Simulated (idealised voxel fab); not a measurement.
process module | voxel self aligned vias
cross-section cut | 195 nm wide | cells 5 nm
A cross-section is a grid of square cells, given in bands from the top down. A band is one or more rows of cells.
Each band's line starts with the height of the band's top and of its bottom, in nm. Then come its materials from left to right, each with its width in nm. One material with "throughout" fills the band from edge to edge. "air" is empty space.
Height 0 is the level under which the wafer as received is all one material. The lowest band goes on downwards, as in "0 down".
A width such as "30 to 40" changes by the same amount from each row of cells to the next, from the band's top row to its bottom row.
"no change" after a step means that no cell of the cross-section changed.
closed voids: empty space of 8 cells or more with no open way to the top, each as width x height at its distance from the left edge, in nm
after a step's settings: what the simulator itself notes on the step
overlay nm, on a step with a mask: how far to the right of its planned place the mask lay; to the left if negative
plan
1 op RECEIVE | material Si
2 op CONFORMAL_DEP | material SiO2 | thk nm 10
3 op CONFORMAL_DEP | material SiCN | thk nm 5
4 op DIRECTIONAL_DEP | material SiO2 | thk nm 20
5 op MASKED_ETCH | tone open | mask id LINES | width nm 25 | pitch nm 65 | etch materials SiO2 | depth nm 20 | overlay nm 0
6 op CONFORMAL_DEP | material TiN | thk nm 5
7 op FILL_DEP | material Ru | thk nm 5
8 op CMP | height nm 35
9 op SELECTIVE_ETCH | etch materials W Ru TiN | depth nm 5
10 op FILL_DEP | material SiN | thk nm 5
11 op CMP | height nm 35
12 op DIRECTIONAL_DEP | material SiO2 | thk nm 15
13 op DIRECTIONAL_DEP | material aC | thk nm 10
14 op PATTERN | tone open | mask id VIAS | material resist | width nm 45 | thk nm 25 | overlay nm 0
15 op DIRECTIONAL_ETCH | etch materials aC | depth nm 10
16 op STRIP | etch materials resist
17 op DIRECTIONAL_ETCH | etch materials SiO2 | depth nm 15
18 op DIRECTIONAL_ETCH | etch materials SiN | depth nm 5
19 op STRIP | etch materials aC
20 op CONFORMAL_DEP | material TiN | thk nm 5
21 op FILL_DEP | material Cu | thk nm 10
22 op CMP | height nm 50
23 op CONFORMAL_DEP | material SiCN | thk nm 5
first wafer, as planned
as received, after step 1
  0 down: Si throughout
  closed voids: none
after step 2
  10 to 0: SiO2 throughout
  below 0: unchanged
after step 3
  15 to 10: SiCN throughout
  below 10: unchanged
after step 4
  35 to 15: SiO2 throughout
  below 15: unchanged
after step 5
  35 to 15: SiO2 50 | air 25 | SiO2 40 | air 25 | SiO2 55
  below 15: unchanged
after step 6
  40 to 35: TiN 55 | air 15 | TiN 50 | air 15 | TiN 60
  35 to 20: SiO2 50 | TiN 5 | air 15 | TiN 5 | SiO2 40 | TiN 5 | air 15 | TiN 5 | SiO2 55
  20 to 15: SiO2 50 | TiN 25 | SiO2 40 | TiN 25 | SiO2 55
  below 15: unchanged
after step 7
  45 to 40: Ru throughout
  40 to 35: TiN 55 | Ru 15 | TiN 50 | Ru 15 | TiN 60
  35 to 20: SiO2 50 | TiN 5 | Ru 15 | TiN 5 | SiO2 40 | TiN 5 | Ru 15 | TiN 5 | SiO2 55
  below 20: unchanged
after step 8
  35 to 20: SiO2 50 | TiN 5 | Ru 15 | TiN 5 | SiO2 40 | TiN 5 | Ru 15 | TiN 5 | SiO2 55
  below 20: unchanged
after step 9
  35 to 30: SiO2 50 | air 25 | SiO2 40 | air 25 | SiO2 55
  below 30: unchanged
after step 10
  40 to 35: SiN throughout
  35 to 30: SiO2 50 | SiN 25 | SiO2 40 | SiN 25 | SiO2 55
  below 30: unchanged
after step 11
  35 to 30: SiO2 50 | SiN 25 | SiO2 40 | SiN 25 | SiO2 55
  below 30: unchanged
after step 12
  50 to 35: SiO2 throughout
  below 35: unchanged
after step 13
  60 to 50: aC throughout
  below 50: unchanged
after step 14
  85 to 60: resist 40 | air 45 | resist 110
  below 60: unchanged
after step 15
  75 to 60: resist 40 | air 45 | resist 110
  60 to 50: aC 40 | air 45 | aC 110
  below 50: unchanged
after step 16
  60 to 50: aC 40 | air 45 | aC 110
  below 50: unchanged
after step 17
  60 to 50: aC 40 | air 45 | aC 110
  50 to 35: SiO2 40 | air 45 | SiO2 110
  below 35: unchanged
after step 18
  60 to 50: aC 40 | air 45 | aC 110
  50 to 35: SiO2 40 | air 45 | SiO2 110
  35 to 30: SiO2 50 | air 25 | SiO2 40 | SiN 25 | SiO2 55
  below 30: unchanged
after step 19
  50 to 35: SiO2 40 | air 45 | SiO2 110
  below 35: unchanged
after step 20
  55 to 50: TiN 45 | air 35 | TiN 115
  50 to 40: SiO2 40 | TiN 5 | air 35 | TiN 5 | SiO2 110
  40 to 35: SiO2 40 | TiN 15 | air 15 | TiN 15 | SiO2 110
  35 to 30: SiO2 50 | TiN 25 | SiO2 40 | SiN 25 | SiO2 55
  below 30: unchanged
after step 21
  65 to 55: Cu throughout
  55 to 50: TiN 45 | Cu 35 | TiN 115
  50 to 40: SiO2 40 | TiN 5 | Cu 35 | TiN 5 | SiO2 110
  40 to 35: SiO2 40 | TiN 15 | Cu 15 | TiN 15 | SiO2 110
  below 35: unchanged
after step 22
  50 to 40: SiO2 40 | TiN 5 | Cu 35 | TiN 5 | SiO2 110
  below 40: unchanged
after step 23
  55 to 50: SiCN throughout
  below 50: unchanged
second wafer: like start, like plan, one mistake. Through step 21 it matches the first wafer
when step 22 should have ended
  40 to 35: SiO2 40 | TiN 15 | Cu 15 | TiN 15 | SiO2 110
  below 35: unchanged
when step 23 should have ended
  45 to 40: SiCN throughout
  below 40: unchanged
what went wrong: step 22 ran as: op CMP | height nm 40
at the end the second wafer has, in cells: 14 fewer of Cu | 60 fewer of SiO2 | 4 fewer of TiN
